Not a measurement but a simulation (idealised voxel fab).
Presented below is a process module, voxel ribs on slabs.
Displayed cross-section: cut, width of 185 nm, square cells sized 5 nm.
A cross-section is a grid of square cells, given in bands from the top down. A band is one or more rows of cells.
Each band's line starts with the height of the band's top and of its bottom, in nm. Then come its materials from left to right, each with its width in nm. One material with "everywhere" fills the band from edge to edge. "air" is empty space.
A quick word on heights: they are counted from 0, and under that level the wafer as it came to us is one material throughout. The lowest band is different from the rest in having no bottom; it simply continues downward, written as in "0 and below".
A two-number width, for instance "30..40", indicates that the width is equal to the first number in the top row of the band and to the second number in the bottom row, and that it changes by a constant amount per row of cells.
Step note "remained unchanged" = no cross-section cell changed.
So "Sealed internal cavities" is basically the list of trapped voids: any empty space of 8 cells or more that can't reach the top through an opening. They're written width x height at distance, the distance being from the left edge, and it's all nm.
If you see something after the settings on a step's line, that's the simulator's own remark about that step.
"overlay nm" on a masked step: distance the mask lay right of its planned place, negative for left.

Here's what the planned process steps look like
1 RECEIVE with material Si
2 DIRECTIONAL_DEP with material SiO2, thk nm 30
3 DIRECTIONAL_DEP with material polySi, thk nm 20
4 PATTERN with tone cover, mask id RIB, material resist, width nm 25, thk nm 20, overlay nm 0
5 DIRECTIONAL_ETCH with etch materials polySi, depth nm 15
6 STRIP with etch materials resist
7 PATTERN with tone cover, mask id SLAB, material resist, width nm 75, thk nm 20, overlay nm 0
8 DIRECTIONAL_ETCH with etch materials polySi, depth nm 5
9 STRIP with etch materials resist
10 FILL_DEP with material SiO2, thk nm 30
11 CMP with height nm 70
12 DIRECTIONAL_DEP with material W, thk nm 10
13 DIRECTIONAL_DEP with material aC, thk nm 10
14 PATTERN with tone cover, mask id HEATER, material resist, width nm 35, thk nm 30, overlay nm 0
15 DIRECTIONAL_ETCH with etch materials aC, depth nm 10
16 STRIP with etch materials resist
17 DIRECTIONAL_ETCH with etch materials W, depth nm 10
18 STRIP with etch materials aC
19 CONFORMAL_DEP with material SiN, thk nm 5

First wafer, two in total, run as planned

Wafer cross-section on receipt, i.e. after step 1
* 0 and below  Si everywhere
* Sealed internal cavities: none

Sectional view: wafer, after step 2
* 30 down to 0  SiO2 everywhere
* below 0: unchanged

Sectional view: wafer, after step 3
* 50 down to 30  polySi everywhere
* below 30: unchanged

Sectional view: wafer, after step 4
* 70 down to 50  air 80 nm, resist 25 nm, air 80 nm
* below 50: unchanged

Sectional view: wafer, after step 5
* 70 down to 50  air 80 nm, resist 25 nm, air 80 nm
* 50 down to 35  air 80 nm, polySi 25 nm, air 80 nm
* below 35: unchanged

Sectional view: wafer, after step 6
* 50 down to 35  air 80 nm, polySi 25 nm, air 80 nm
* below 35: unchanged

Sectional view: wafer, after step 7
* 70 down to 50  air 55 nm, resist 75 nm, air 55 nm
* 50 down to 35  air 55 nm, resist 25 nm, polySi 25 nm, resist 25 nm, air 55 nm
* below 35: unchanged

Sectional view: wafer, after step 8
* 70 down to 50  air 55 nm, resist 75 nm, air 55 nm
* 50 down to 35  air 55 nm, resist 25 nm, polySi 25 nm, resist 25 nm, air 55 nm
* 35 down to 30  air 55 nm, polySi 75 nm, air 55 nm
* below 30: unchanged

Sectional view: wafer, after step 9
* 50 down to 35  air 80 nm, polySi 25 nm, air 80 nm
* below 35: unchanged

Sectional view: wafer, after step 10
* 80 down to 50  SiO2 everywhere
* 50 down to 35  SiO2 80 nm, polySi 25 nm, SiO2 80 nm
* 35 down to 30  SiO2 55 nm, polySi 75 nm, SiO2 55 nm
* below 30: unchanged

Sectional view: wafer, after step 11
* 70 down to 50  SiO2 everywhere
* below 50: unchanged

Sectional view: wafer, after step 12
* 80 down to 70  W everywhere
* below 70: unchanged

Sectional view: wafer, after step 13
* 90 down to 80  aC everywhere
* below 80: unchanged

Sectional view: wafer, after step 14
* 120 down to 90  air 75 nm, resist 35 nm, air 75 nm
* below 90: unchanged

Sectional view: wafer, after step 15
* 110 down to 90  air 75 nm, resist 35 nm, air 75 nm
* 90 down to 80  air 75 nm, aC 35 nm, air 75 nm
* below 80: unchanged

Sectional view: wafer, after step 16
* 90 down to 80  air 75 nm, aC 35 nm, air 75 nm
* below 80: unchanged

Sectional view: wafer, after step 17
* 90 down to 80  air 75 nm, aC 35 nm, air 75 nm
* 80 down to 70  air 75 nm, W 35 nm, air 75 nm
* below 70: unchanged

Sectional view: wafer, after step 18
* 80 down to 70  air 75 nm, W 35 nm, air 75 nm
* below 70: unchanged

Sectional view: wafer, after step 19
* 85 down to 80  air 70 nm, SiN 45 nm, air 70 nm
* 80 down to 75  air 70 nm, SiN 5 nm, W 35 nm, SiN 5 nm, air 70 nm
* 75 down to 70  SiN 75 nm, W 35 nm, SiN 75 nm
* below 70: unchanged

Wafer two: like wafer one in start and plan, but with one mistake in execution; identical up to and including step 18

Cross-sectional view of the second wafer at the intended end time of process step 19: remained unchanged
What broke from the plan during processing? it should be noted that step 19 of the plan was omitted and was not performed
Counted in cells at the end, the second wafer holds more or fewer of these materials than the first: SiN: 41 fewer
